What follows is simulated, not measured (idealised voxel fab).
Proc. module: voxel wiring stack
cross-section cut | 225 nm wide | cells 5 nm
If you're reading a cross-section in this doc, picture square cells in a grid; it comes to you as bands, top ones listed first down to the bottom, and a band can be one or more rows of cells.
Top height, bottom height, nm. Materials left to right, width each, nm. Single material + "throughout" = fills band edge to edge. "empty" = empty.
Where do heights start? At 0: under that level the wafer as delivered is made of one material only. And the lowest band has no floor; it just carries on downward, as in "top 0, no bottom".
A width such as "30..40" changes by the same amount from each row of cells to the next, from the band's top row to its bottom row.
Reading "remained the same" for a step: not a cell of the cross-section changed in it.
Listed in "Closed void roster": every empty space of 8 or more cells without an open way to the top. Form: width x height at distance, the distance being from the left edge, all in nm.
The remark found on a step's line after its settings is issued by the simulator itself and pertains to that step.
overlay nm: where the mask lay relative to plan, measured to the right, on steps with a mask; negatives go left.
Set out below are the planned steps of the process
1) RECEIVE with material Si
2) CONFORMAL_DEP with material SiO2, thk nm 10
3) DIRECTIONAL_DEP with material TiN, thk nm 5
4) DIRECTIONAL_DEP with material W, thk nm 20
5) DIRECTIONAL_DEP with material aC, thk nm 15
6) PATTERN with tone cover, mask id METAL_1, material resist, width nm 30, pitch nm 55, thk nm 30, overlay nm 0
7) DIRECTIONAL_ETCH with etch materials aC, depth nm 15
8) STRIP with etch materials resist
9) DIRECTIONAL_ETCH with etch materials W, depth nm 20
10) DIRECTIONAL_ETCH with etch materials TiN, depth nm 5
11) STRIP with etch materials aC
12) CONFORMAL_DEP with material SiCN, thk nm 5
13) FILL_DEP with material lowk, thk nm 5
14) CMP with height nm 35
15) CONFORMAL_DEP with material SiCN, thk nm 5
16) DIRECTIONAL_DEP with material SiO2, thk nm 35
17) DIRECTIONAL_DEP with material aC, thk nm 15
18) PATTERN with tone open, mask id METAL_2, material resist, width nm 30, pitch nm 55, thk nm 35, overlay nm 0
19) DIRECTIONAL_ETCH with etch materials aC, depth nm 15
20) STRIP with etch materials resist
21) DIRECTIONAL_ETCH with etch materials SiO2, depth nm 20
22) STRIP with etch materials aC
23) DIRECTIONAL_DEP with material aC, thk nm 15
24) PATTERN with tone open, mask id METAL_2_HOLES, material resist, width nm 15, pitch nm 55, thk nm 35, overlay nm 0
25) DIRECTIONAL_ETCH with etch materials aC, depth nm 15
26) STRIP with etch materials resist
27) DIRECTIONAL_ETCH with etch materials SiO2, depth nm 15
28) DIRECTIONAL_ETCH with etch materials SiCN, depth nm 5
29) STRIP with etch materials aC
30) CONFORMAL_DEP with material TiN, thk nm 5
31) FILL_DEP with material Ru, thk nm 10
32) CMP with height nm 75
33) CONFORMAL_DEP with material SiCN, thk nm 5
34) DIRECTIONAL_DEP with material lowk, thk nm 10
35) DIRECTIONAL_DEP with material aC, thk nm 10
36) PATTERN with tone open, mask id PLUG_2, material resist, width nm 15, pitch nm 55, thk nm 30, overlay nm 0
37) DIRECTIONAL_ETCH with etch materials aC, depth nm 10
38) STRIP with etch materials resist
39) DIRECTIONAL_ETCH with etch materials lowk, depth nm 10
40) DIRECTIONAL_ETCH with etch materials SiCN, depth nm 5
41) STRIP with etch materials aC
42) CONFORMAL_DEP with material TiN, thk nm 5
43) FILL_DEP with material W, thk nm 10
44) CMP with height nm 90
45) DIRECTIONAL_DEP with material TiN, thk nm 5
46) DIRECTIONAL_DEP with material Ru, thk nm 25
47) DIRECTIONAL_DEP with material aC, thk nm 10
48) PATTERN with tone cover, mask id METAL_3, material resist, width nm 30, pitch nm 55, thk nm 25, overlay nm 0
49) DIRECTIONAL_ETCH with etch materials aC, depth nm 10
50) STRIP with etch materials resist
51) DIRECTIONAL_ETCH with etch materials Ru, depth nm 25
52) DIRECTIONAL_ETCH with etch materials TiN, depth nm 5
53) STRIP with etch materials aC
54) CONFORMAL_DEP with material SiCN, thk nm 5
55) FILL_DEP with material lowk, thk nm 10
56) CMP with height nm 120
57) CONFORMAL_DEP with material SiN, thk nm 5
The first of a set of two wafers, run to plan
Cross-section of the wafer as it came to us, i.e., already through step 1
  top 0, no bottom = Si throughout
  Closed void roster: none
State of the wafer after step 2, shown in cross-section
  top 10, bottom 0 = SiO2 throughout
  Unchanged below 0.
State of the wafer after step 3, shown in cross-section
  top 15, bottom 10 = TiN throughout
  Unchanged below 10.
State of the wafer after step 4, shown in cross-section
  top 35, bottom 15 = W throughout
  Unchanged below 15.
State of the wafer after step 5, shown in cross-section
  top 50, bottom 35 = aC throughout
  Unchanged below 35.
State of the wafer after step 6, shown in cross-section
  top 80, bottom 50 = empty (15), resist (30), empty (25), resist (30), empty (25), resist (30), empty (25), resist (30), empty (15)
  Unchanged below 50.
State of the wafer after step 7, shown in cross-section
  top 65, bottom 50 = empty (15), resist (30), empty (25), resist (30), empty (25), resist (30), empty (25), resist (30), empty (15)
  top 50, bottom 35 = empty (15), aC (30), empty (25), aC (30), empty (25), aC (30), empty (25), aC (30), empty (15)
  Unchanged below 35.
State of the wafer after step 8, shown in cross-section
  top 50, bottom 35 = empty (15), aC (30), empty (25), aC (30), empty (25), aC (30), empty (25), aC (30), empty (15)
  Unchanged below 35.
State of the wafer after step 9, shown in cross-section
  top 50, bottom 35 = empty (15), aC (30), empty (25), aC (30), empty (25), aC (30), empty (25), aC (30), empty (15)
  top 35, bottom 15 = empty (15), W (30), empty (25), W (30), empty (25), W (30), empty (25), W (30), empty (15)
  Unchanged below 15.
State of the wafer after step 10, shown in cross-section
  top 50, bottom 35 = empty (15), aC (30), empty (25), aC (30), empty (25), aC (30), empty (25), aC (30), empty (15)
  top 35, bottom 15 = empty (15), W (30), empty (25), W (30), empty (25), W (30), empty (25), W (30), empty (15)
  top 15, bottom 10 = empty (15), TiN (30), empty (25), TiN (30), empty (25), TiN (30), empty (25), TiN (30), empty (15)
  Unchanged below 10.
State of the wafer after step 11, shown in cross-section
  top 35, bottom 15 = empty (15), W (30), empty (25), W (30), empty (25), W (30), empty (25), W (30), empty (15)
  Unchanged below 15.
State of the wafer after step 12, shown in cross-section
  top 40, bottom 35 = empty (10), SiCN (40), empty (15), SiCN (40), empty (15), SiCN (40), empty (15), SiCN (40), empty (10)
  top 35, bottom 15 = empty (10), SiCN (5), W (30), SiCN (5), empty (15), SiCN (5), W (30), SiCN (5), empty (15), SiCN (5), W (30), SiCN (5), empty (15), SiCN (5), W (30), SiCN (5), empty (10)
  top 15, bottom 10 = SiCN (15), TiN (30), SiCN (25), TiN (30), SiCN (25), TiN (30), SiCN (25), TiN (30), SiCN (15)
  Unchanged below 10.
State of the wafer after step 13, shown in cross-section
  top 45, bottom 40 = lowk throughout
  top 40, bottom 35 = lowk (10), SiCN (40), lowk (15), SiCN (40), lowk (15), SiCN (40), lowk (15), SiCN (40), lowk (10)
  top 35, bottom 15 = lowk (10), SiCN (5), W (30), SiCN (5), lowk (15), SiCN (5), W (30), SiCN (5), lowk (15), SiCN (5), W (30), SiCN (5), lowk (15), SiCN (5), W (30), SiCN (5), lowk (10)
  Unchanged below 15.
State of the wafer after step 14, shown in cross-section
  top 35, bottom 15 = lowk (10), SiCN (5), W (30), SiCN (5), lowk (15), SiCN (5), W (30), SiCN (5), lowk (15), SiCN (5), W (30), SiCN (5), lowk (15), SiCN (5), W (30), SiCN (5), lowk (10)
  Unchanged below 15.
State of the wafer after step 15, shown in cross-section
  top 40, bottom 35 = SiCN throughout
  Unchanged below 35.
State of the wafer after step 16, shown in cross-section
  top 75, bottom 40 = SiO2 throughout
  Unchanged below 40.
State of the wafer after step 17, shown in cross-section
  top 90, bottom 75 = aC throughout
  Unchanged below 75.
State of the wafer after step 18, shown in cross-section
  top 125, bottom 90 = resist (15), empty (30), resist (25), empty (30), resist (25), empty (30), resist (25), empty (30), resist (15)
  Unchanged below 90.
State of the wafer after step 19, shown in cross-section
  top 110, bottom 90 = resist (15), empty (30), resist (25), empty (30), resist (25), empty (30), resist (25), empty (30), resist (15)
  top 90, bottom 75 = aC (15), empty (30), aC (25), empty (30), aC (25), empty (30), aC (25), empty (30), aC (15)
  Unchanged below 75.
State of the wafer after step 20, shown in cross-section
  top 90, bottom 75 = aC (15), empty (30), aC (25), empty (30), aC (25), empty (30), aC (25), empty (30), aC (15)
  Unchanged below 75.
State of the wafer after step 21, shown in cross-section
  top 90, bottom 75 = aC (15), empty (30), aC (25), empty (30), aC (25), empty (30), aC (25), empty (30), aC (15)
  top 75, bottom 55 = SiO2 (15), empty (30), SiO2 (25), empty (30), SiO2 (25), empty (30), SiO2 (25), empty (30), SiO2 (15)
  Unchanged below 55.
State of the wafer after step 22, shown in cross-section
  top 75, bottom 55 = SiO2 (15), empty (30), SiO2 (25), empty (30), SiO2 (25), empty (30), SiO2 (25), empty (30), SiO2 (15)
  Unchanged below 55.
State of the wafer after step 23, shown in cross-section
  top 90, bottom 75 = aC (15), empty (30), aC (25), empty (30), aC (25), empty (30), aC (25), empty (30), aC (15)
  top 75, bottom 70 = SiO2 (15), empty (30), SiO2 (25), empty (30), SiO2 (25), empty (30), SiO2 (25), empty (30), SiO2 (15)
  top 70, bottom 55 = SiO2 (15), aC (30), SiO2 (25), aC (30), SiO2 (25), aC (30), SiO2 (25), aC (30), SiO2 (15)
  Unchanged below 55.
State of the wafer after step 24, shown in cross-section
  top 125, bottom 90 = resist (15), empty (15), resist (40), empty (15), resist (40), empty (15), resist (40), empty (15), resist (30)
  top 90, bottom 75 = aC (15), empty (15), resist (15), aC (25), empty (15), resist (15), aC (25), empty (15), resist (15), aC (25), empty (15), resist (15), aC (15)
  top 75, bottom 70 = SiO2 (15), empty (15), resist (15), SiO2 (25), empty (15), resist (15), SiO2 (25), empty (15), resist (15), SiO2 (25), empty (15), resist (15), SiO2 (15)
  Unchanged below 70.
State of the wafer after step 25, shown in cross-section
  top 110, bottom 90 = resist (15), empty (15), resist (40), empty (15), resist (40), empty (15), resist (40), empty (15), resist (30)
  top 90, bottom 75 = aC (15), empty (15), resist (15), aC (25), empty (15), resist (15), aC (25), empty (15), resist (15), aC (25), empty (15), resist (15), aC (15)
  top 75, bottom 70 = SiO2 (15), empty (15), resist (15), SiO2 (25), empty (15), resist (15), SiO2 (25), empty (15), resist (15), SiO2 (25), empty (15), resist (15), SiO2 (15)
  top 70, bottom 55 = SiO2 (15), empty (15), aC (15), SiO2 (25), empty (15), aC (15), SiO2 (25), empty (15), aC (15), SiO2 (25), empty (15), aC (15), SiO2 (15)
  Unchanged below 55.
State of the wafer after step 26, shown in cross-section
  top 90, bottom 75 = aC (15), empty (30), aC (25), empty (30), aC (25), empty (30), aC (25), empty (30), aC (15)
  top 75, bottom 70 = SiO2 (15), empty (30), SiO2 (25), empty (30), SiO2 (25), empty (30), SiO2 (25), empty (30), SiO2 (15)
  Unchanged below 70.
State of the wafer after step 27, shown in cross-section
  top 90, bottom 75 = aC (15), empty (30), aC (25), empty (30), aC (25), empty (30), aC (25), empty (30), aC (15)
  top 75, bottom 70 = SiO2 (15), empty (30), SiO2 (25), empty (30), SiO2 (25), empty (30), SiO2 (25), empty (30), SiO2 (15)
  top 70, bottom 55 = SiO2 (15), empty (15), aC (15), SiO2 (25), empty (15), aC (15), SiO2 (25), empty (15), aC (15), SiO2 (25), empty (15), aC (15), SiO2 (15)
  top 55, bottom 40 = SiO2 (15), empty (15), SiO2 (40), empty (15), SiO2 (40), empty (15), SiO2 (40), empty (15), SiO2 (30)
  Unchanged below 40.
State of the wafer after step 28, shown in cross-section
  top 90, bottom 75 = aC (15), empty (30), aC (25), empty (30), aC (25), empty (30), aC (25), empty (30), aC (15)
  top 75, bottom 70 = SiO2 (15), empty (30), SiO2 (25), empty (30), SiO2 (25), empty (30), SiO2 (25), empty (30), SiO2 (15)
  top 70, bottom 55 = SiO2 (15), empty (15), aC (15), SiO2 (25), empty (15), aC (15), SiO2 (25), empty (15), aC (15), SiO2 (25), empty (15), aC (15), SiO2 (15)
  top 55, bottom 40 = SiO2 (15), empty (15), SiO2 (40), empty (15), SiO2 (40), empty (15), SiO2 (40), empty (15), SiO2 (30)
  top 40, bottom 35 = SiCN (15), empty (15), SiCN (40), empty (15), SiCN (40), empty (15), SiCN (40), empty (15), SiCN (30)
  Unchanged below 35.
State of the wafer after step 29, shown in cross-section
  top 75, bottom 55 = SiO2 (15), empty (30), SiO2 (25), empty (30), SiO2 (25), empty (30), SiO2 (25), empty (30), SiO2 (15)
  Unchanged below 55.
State of the wafer after step 30, shown in cross-section
  top 80, bottom 75 = TiN (20), empty (20), TiN (35), empty (20), TiN (35), empty (20), TiN (35), empty (20), TiN (20)
  top 75, bottom 60 = SiO2 (15), TiN (5), empty (20), TiN (5), SiO2 (25), TiN (5), empty (20), TiN (5), SiO2 (25), TiN (5), empty (20), TiN (5), SiO2 (25), TiN (5), empty (20), TiN (5), SiO2 (15)
  top 60, bottom 55 = SiO2 (15), TiN (5), empty (5), TiN (20), SiO2 (25), TiN (5), empty (5), TiN (20), SiO2 (25), TiN (5), empty (5), TiN (20), SiO2 (25), TiN (5), empty (5), TiN (20), SiO2 (15)
  top 55, bottom 40 = SiO2 (15), TiN (5), empty (5), TiN (5), SiO2 (40), TiN (5), empty (5), TiN (5), SiO2 (40), TiN (5), empty (5), TiN (5), SiO2 (40), TiN (5), empty (5), TiN (5), SiO2 (30)
  top 40, bottom 35 = SiCN (15), TiN (15), SiCN (40), TiN (15), SiCN (40), TiN (15), SiCN (40), TiN (15), SiCN (30)
  Unchanged below 35.
State of the wafer after step 31, shown in cross-section
  top 90, bottom 80 = Ru throughout
  top 80, bottom 75 = TiN (20), Ru (20), TiN (35), Ru (20), TiN (35), Ru (20), TiN (35), Ru (20), TiN (20)
  top 75, bottom 60 = SiO2 (15), TiN (5), Ru (20), TiN (5), SiO2 (25), TiN (5), Ru (20), TiN (5), SiO2 (25), TiN (5), Ru (20), TiN (5), SiO2 (25), TiN (5), Ru (20), TiN (5), SiO2 (15)
  top 60, bottom 55 = SiO2 (15), TiN (5), Ru (5), TiN (20), SiO2 (25), TiN (5), Ru (5), TiN (20), SiO2 (25), TiN (5), Ru (5), TiN (20), SiO2 (25), TiN (5), Ru (5), TiN (20), SiO2 (15)
  top 55, bottom 40 = SiO2 (15), TiN (5), Ru (5), TiN (5), SiO2 (40), TiN (5), Ru (5), TiN (5), SiO2 (40), TiN (5), Ru (5), TiN (5), SiO2 (40), TiN (5), Ru (5), TiN (5), SiO2 (30)
  Unchanged below 40.
State of the wafer after step 32, shown in cross-section
  top 75, bottom 60 = SiO2 (15), TiN (5), Ru (20), TiN (5), SiO2 (25), TiN (5), Ru (20), TiN (5), SiO2 (25), TiN (5), Ru (20), TiN (5), SiO2 (25), TiN (5), Ru (20), TiN (5), SiO2 (15)
  Unchanged below 60.
State of the wafer after step 33, shown in cross-section
  top 80, bottom 75 = SiCN throughout
  Unchanged below 75.
State of the wafer after step 34, shown in cross-section
  top 90, bottom 80 = lowk throughout
  Unchanged below 80.
State of the wafer after step 35, shown in cross-section
  top 100, bottom 90 = aC throughout
  Unchanged below 90.
State of the wafer after step 36, shown in cross-section
  top 130, bottom 100 = resist (15), empty (15), resist (40), empty (15), resist (40), empty (15), resist (40), empty (15), resist (30)
  Unchanged below 100.
State of the wafer after step 37, shown in cross-section
  top 120, bottom 100 = resist (15), empty (15), resist (40), empty (15), resist (40), empty (15), resist (40), empty (15), resist (30)
  top 100, bottom 90 = aC (15), empty (15), aC (40), empty (15), aC (40), empty (15), aC (40), empty (15), aC (30)
  Unchanged below 90.
State of the wafer after step 38, shown in cross-section
  top 100, bottom 90 = aC (15), empty (15), aC (40), empty (15), aC (40), empty (15), aC (40), empty (15), aC (30)
  Unchanged below 90.
State of the wafer after step 39, shown in cross-section
  top 100, bottom 90 = aC (15), empty (15), aC (40), empty (15), aC (40), empty (15), aC (40), empty (15), aC (30)
  top 90, bottom 80 = lowk (15), empty (15), lowk (40), empty (15), lowk (40), empty (15), lowk (40), empty (15), lowk (30)
  Unchanged below 80.
State of the wafer after step 40, shown in cross-section
  top 100, bottom 90 = aC (15), empty (15), aC (40), empty (15), aC (40), empty (15), aC (40), empty (15), aC (30)
  top 90, bottom 80 = lowk (15), empty (15), lowk (40), empty (15), lowk (40), empty (15), lowk (40), empty (15), lowk (30)
  top 80, bottom 75 = SiCN (15), empty (15), SiCN (40), empty (15), SiCN (40), empty (15), SiCN (40), empty (15), SiCN (30)
  Unchanged below 75.
State of the wafer after step 41, shown in cross-section
  top 90, bottom 80 = lowk (15), empty (15), lowk (40), empty (15), lowk (40), empty (15), lowk (40), empty (15), lowk (30)
  Unchanged below 80.
State of the wafer after step 42, shown in cross-section
  top 95, bottom 90 = TiN (20), empty (5), TiN (50), empty (5), TiN (50), empty (5), TiN (50), empty (5), TiN (35)
  top 90, bottom 80 = lowk (15), TiN (5), empty (5), TiN (5), lowk (40), TiN (5), empty (5), TiN (5), lowk (40), TiN (5), empty (5), TiN (5), lowk (40), TiN (5), empty (5), TiN (5), lowk (30)
  top 80, bottom 75 = SiCN (15), TiN (15), SiCN (40), TiN (15), SiCN (40), TiN (15), SiCN (40), TiN (15), SiCN (30)
  Unchanged below 75.
State of the wafer after step 43, shown in cross-section
  top 105, bottom 95 = W throughout
  top 95, bottom 90 = TiN (20), W (5), TiN (50), W (5), TiN (50), W (5), TiN (50), W (5), TiN (35)
  top 90, bottom 80 = lowk (15), TiN (5), W (5), TiN (5), lowk (40), TiN (5), W (5), TiN (5), lowk (40), TiN (5), W (5), TiN (5), lowk (40), TiN (5), W (5), TiN (5), lowk (30)
  Unchanged below 80.
State of the wafer after step 44, shown in cross-section
  top 90, bottom 80 = lowk (15), TiN (5), W (5), TiN (5), lowk (40), TiN (5), W (5), TiN (5), lowk (40), TiN (5), W (5), TiN (5), lowk (40), TiN (5), W (5), TiN (5), lowk (30)
  Unchanged below 80.
State of the wafer after step 45, shown in cross-section
  top 95, bottom 90 = TiN throughout
  Unchanged below 90.
State of the wafer after step 46, shown in cross-section
  top 120, bottom 95 = Ru throughout
  Unchanged below 95.
State of the wafer after step 47, shown in cross-section
  top 130, bottom 120 = aC throughout
  Unchanged below 120.
State of the wafer after step 48, shown in cross-section
  top 155, bottom 130 = empty (15), resist (30), empty (25), resist (30), empty (25), resist (30), empty (25), resist (30), empty (15)
  Unchanged below 130.
State of the wafer after step 49, shown in cross-section
  top 145, bottom 130 = empty (15), resist (30), empty (25), resist (30), empty (25), resist (30), empty (25), resist (30), empty (15)
  top 130, bottom 120 = empty (15), aC (30), empty (25), aC (30), empty (25), aC (30), empty (25), aC (30), empty (15)
  Unchanged below 120.
State of the wafer after step 50, shown in cross-section
  top 130, bottom 120 = empty (15), aC (30), empty (25), aC (30), empty (25), aC (30), empty (25), aC (30), empty (15)
  Unchanged below 120.
State of the wafer after step 51, shown in cross-section
  top 130, bottom 120 = empty (15), aC (30), empty (25), aC (30), empty (25), aC (30), empty (25), aC (30), empty (15)
  top 120, bottom 95 = empty (15), Ru (30), empty (25), Ru (30), empty (25), Ru (30), empty (25), Ru (30), empty (15)
  Unchanged below 95.
State of the wafer after step 52, shown in cross-section
  top 130, bottom 120 = empty (15), aC (30), empty (25), aC (30), empty (25), aC (30), empty (25), aC (30), empty (15)
  top 120, bottom 95 = empty (15), Ru (30), empty (25), Ru (30), empty (25), Ru (30), empty (25), Ru (30), empty (15)
  top 95, bottom 90 = empty (15), TiN (30), empty (25), TiN (30), empty (25), TiN (30), empty (25), TiN (30), empty (15)
  Unchanged below 90.
State of the wafer after step 53, shown in cross-section
  top 120, bottom 95 = empty (15), Ru (30), empty (25), Ru (30), empty (25), Ru (30), empty (25), Ru (30), empty (15)
  Unchanged below 95.
State of the wafer after step 54, shown in cross-section
  top 125, bottom 120 = empty (10), SiCN (40), empty (15), SiCN (40), empty (15), SiCN (40), empty (15), SiCN (40), empty (10)
  top 120, bottom 95 = empty (10), SiCN (5), Ru (30), SiCN (5), empty (15), SiCN (5), Ru (30), SiCN (5), empty (15), SiCN (5), Ru (30), SiCN (5), empty (15), SiCN (5), Ru (30), SiCN (5), empty (10)
  top 95, bottom 90 = SiCN (15), TiN (30), SiCN (25), TiN (30), SiCN (25), TiN (30), SiCN (25), TiN (30), SiCN (15)
  Unchanged below 90.
State of the wafer after step 55, shown in cross-section
  top 135, bottom 125 = lowk throughout
  top 125, bottom 120 = lowk (10), SiCN (40), lowk (15), SiCN (40), lowk (15), SiCN (40), lowk (15), SiCN (40), lowk (10)
  top 120, bottom 95 = lowk (10), SiCN (5), Ru (30), SiCN (5), lowk (15), SiCN (5), Ru (30), SiCN (5), lowk (15), SiCN (5), Ru (30), SiCN (5), lowk (15), SiCN (5), Ru (30), SiCN (5), lowk (10)
  Unchanged below 95.
State of the wafer after step 56, shown in cross-section
  top 120, bottom 95 = lowk (10), SiCN (5), Ru (30), SiCN (5), lowk (15), SiCN (5), Ru (30), SiCN (5), lowk (15), SiCN (5), Ru (30), SiCN (5), lowk (15), SiCN (5), Ru (30), SiCN (5), lowk (10)
  Unchanged below 95.
State of the wafer after step 57, shown in cross-section
  top 125, bottom 120 = SiN throughout
  Unchanged below 120.
Now the other wafer: same start, same recipe, but we messed up one thing when running it. Up to and including step 35 it's the same as the first one
Cross-section of the second wafer at the time by which step 36 should have been completed according to the plan
  top 130, bottom 100 = resist (15), empty (20), resist (35), empty (20), resist (35), empty (20), resist (35), empty (20), resist (25)
  Unchanged below 100.
Cross-section of the second wafer at the time by which step 37 should have been completed according to the plan
  top 120, bottom 100 = resist (15), empty (20), resist (35), empty (20), resist (35), empty (20), resist (35), empty (20), resist (25)
  top 100, bottom 90 = aC (15), empty (20), aC (35), empty (20), aC (35), empty (20), aC (35), empty (20), aC (25)
  Unchanged below 90.
Cross-section of the second wafer at the time by which step 38 should have been completed according to the plan
  top 100, bottom 90 = aC (15), empty (20), aC (35), empty (20), aC (35), empty (20), aC (35), empty (20), aC (25)
  Unchanged below 90.
Cross-section of the second wafer at the time by which step 39 should have been completed according to the plan
  top 100, bottom 90 = aC (15), empty (20), aC (35), empty (20), aC (35), empty (20), aC (35), empty (20), aC (25)
  top 90, bottom 80 = lowk (15), empty (20), lowk (35), empty (20), lowk (35), empty (20), lowk (35), empty (20), lowk (25)
  Unchanged below 80.
Cross-section of the second wafer at the time by which step 40 should have been completed according to the plan
  top 100, bottom 90 = aC (15), empty (20), aC (35), empty (20), aC (35), empty (20), aC (35), empty (20), aC (25)
  top 90, bottom 80 = lowk (15), empty (20), lowk (35), empty (20), lowk (35), empty (20), lowk (35), empty (20), lowk (25)
  top 80, bottom 75 = SiCN (15), empty (20), SiCN (35), empty (20), SiCN (35), empty (20), SiCN (35), empty (20), SiCN (25)
  Unchanged below 75.
Cross-section of the second wafer at the time by which step 41 should have been completed according to the plan
  top 90, bottom 80 = lowk (15), empty (20), lowk (35), empty (20), lowk (35), empty (20), lowk (35), empty (20), lowk (25)
  Unchanged below 80.
Cross-section of the second wafer at the time by which step 42 should have been completed according to the plan
  top 95, bottom 90 = TiN (20), empty (10), TiN (45), empty (10), TiN (45), empty (10), TiN (45), empty (10), TiN (30)
  top 90, bottom 80 = lowk (15), TiN (5), empty (10), TiN (5), lowk (35), TiN (5), empty (10), TiN (5), lowk (35), TiN (5), empty (10), TiN (5), lowk (35), TiN (5), empty (10), TiN (5), lowk (25)
  top 80, bottom 75 = SiCN (15), TiN (20), SiCN (35), TiN (20), SiCN (35), TiN (20), SiCN (35), TiN (20), SiCN (25)
  Unchanged below 75.
Cross-section of the second wafer at the time by which step 43 should have been completed according to the plan
  top 105, bottom 95 = W throughout
  top 95, bottom 90 = TiN (20), W (10), TiN (45), W (10), TiN (45), W (10), TiN (45), W (10), TiN (30)
  top 90, bottom 80 = lowk (15), TiN (5), W (10), TiN (5), lowk (35), TiN (5), W (10), TiN (5), lowk (35), TiN (5), W (10), TiN (5), lowk (35), TiN (5), W (10), TiN (5), lowk (25)
  Unchanged below 80.
Cross-section of the second wafer at the time by which step 44 should have been completed according to the plan
  top 90, bottom 80 = lowk (15), TiN (5), W (10), TiN (5), lowk (35), TiN (5), W (10), TiN (5), lowk (35), TiN (5), W (10), TiN (5), lowk (35), TiN (5), W (10), TiN (5), lowk (25)
  Unchanged below 80.
Cross-section of the second wafer at the time by which step 45 should have been completed according to the plan
  top 95, bottom 90 = TiN throughout
  Unchanged below 90.
Cross-section of the second wafer at the time by which step 46 should have been completed according to the plan
  top 120, bottom 95 = Ru throughout
  Unchanged below 95.
Cross-section of the second wafer at the time by which step 47 should have been completed according to the plan
  top 130, bottom 120 = aC throughout
  Unchanged below 120.
Cross-section of the second wafer at the time by which step 48 should have been completed according to the plan
  top 155, bottom 130 = empty (15), resist (30), empty (25), resist (30), empty (25), resist (30), empty (25), resist (30), empty (15)
  Unchanged below 130.
Cross-section of the second wafer at the time by which step 49 should have been completed according to the plan
  top 145, bottom 130 = empty (15), resist (30), empty (25), resist (30), empty (25), resist (30), empty (25), resist (30), empty (15)
  top 130, bottom 120 = empty (15), aC (30), empty (25), aC (30), empty (25), aC (30), empty (25), aC (30), empty (15)
  Unchanged below 120.
Cross-section of the second wafer at the time by which step 50 should have been completed according to the plan
  top 130, bottom 120 = empty (15), aC (30), empty (25), aC (30), empty (25), aC (30), empty (25), aC (30), empty (15)
  Unchanged below 120.
Cross-section of the second wafer at the time by which step 51 should have been completed according to the plan
  top 130, bottom 120 = empty (15), aC (30), empty (25), aC (30), empty (25), aC (30), empty (25), aC (30), empty (15)
  top 120, bottom 95 = empty (15), Ru (30), empty (25), Ru (30), empty (25), Ru (30), empty (25), Ru (30), empty (15)
  Unchanged below 95.
Cross-section of the second wafer at the time by which step 52 should have been completed according to the plan
  top 130, bottom 120 = empty (15), aC (30), empty (25), aC (30), empty (25), aC (30), empty (25), aC (30), empty (15)
  top 120, bottom 95 = empty (15), Ru (30), empty (25), Ru (30), empty (25), Ru (30), empty (25), Ru (30), empty (15)
  top 95, bottom 90 = empty (15), TiN (30), empty (25), TiN (30), empty (25), TiN (30), empty (25), TiN (30), empty (15)
  Unchanged below 90.
Cross-section of the second wafer at the time by which step 53 should have been completed according to the plan
  top 120, bottom 95 = empty (15), Ru (30), empty (25), Ru (30), empty (25), Ru (30), empty (25), Ru (30), empty (15)
  Unchanged below 95.
Cross-section of the second wafer at the time by which step 54 should have been completed according to the plan
  top 125, bottom 120 = empty (10), SiCN (40), empty (15), SiCN (40), empty (15), SiCN (40), empty (15), SiCN (40), empty (10)
  top 120, bottom 95 = empty (10), SiCN (5), Ru (30), SiCN (5), empty (15), SiCN (5), Ru (30), SiCN (5), empty (15), SiCN (5), Ru (30), SiCN (5), empty (15), SiCN (5), Ru (30), SiCN (5), empty (10)
  top 95, bottom 90 = SiCN (15), TiN (30), SiCN (25), TiN (30), SiCN (25), TiN (30), SiCN (25), TiN (30), SiCN (15)
  Unchanged below 90.
Cross-section of the second wafer at the time by which step 55 should have been completed according to the plan
  top 135, bottom 125 = lowk throughout
  top 125, bottom 120 = lowk (10), SiCN (40), lowk (15), SiCN (40), lowk (15), SiCN (40), lowk (15), SiCN (40), lowk (10)
  top 120, bottom 95 = lowk (10), SiCN (5), Ru (30), SiCN (5), lowk (15), SiCN (5), Ru (30), SiCN (5), lowk (15), SiCN (5), Ru (30), SiCN (5), lowk (15), SiCN (5), Ru (30), SiCN (5), lowk (10)
  Unchanged below 95.
Cross-section of the second wafer at the time by which step 56 should have been completed according to the plan
  top 120, bottom 95 = lowk (10), SiCN (5), Ru (30), SiCN (5), lowk (15), SiCN (5), Ru (30), SiCN (5), lowk (15), SiCN (5), Ru (30), SiCN (5), lowk (15), SiCN (5), Ru (30), SiCN (5), lowk (10)
  Unchanged below 95.
Cross-section of the second wafer at the time by which step 57 should have been completed according to the plan
  top 125, bottom 120 = SiN throughout
  Unchanged below 120.
The mistake made against the process plan was this: in deviation from the planned setting, step 36 was conducted as PATTERN with tone open, mask id PLUG_2, material resist, width nm 20, pitch nm 55, thk nm 30, overlay nm 0
In the final state, the cell counts of the second wafer exceed or fall short of those of the first for the following materials: -4 SiCN, +4 TiN, +8 W, -8 lowk
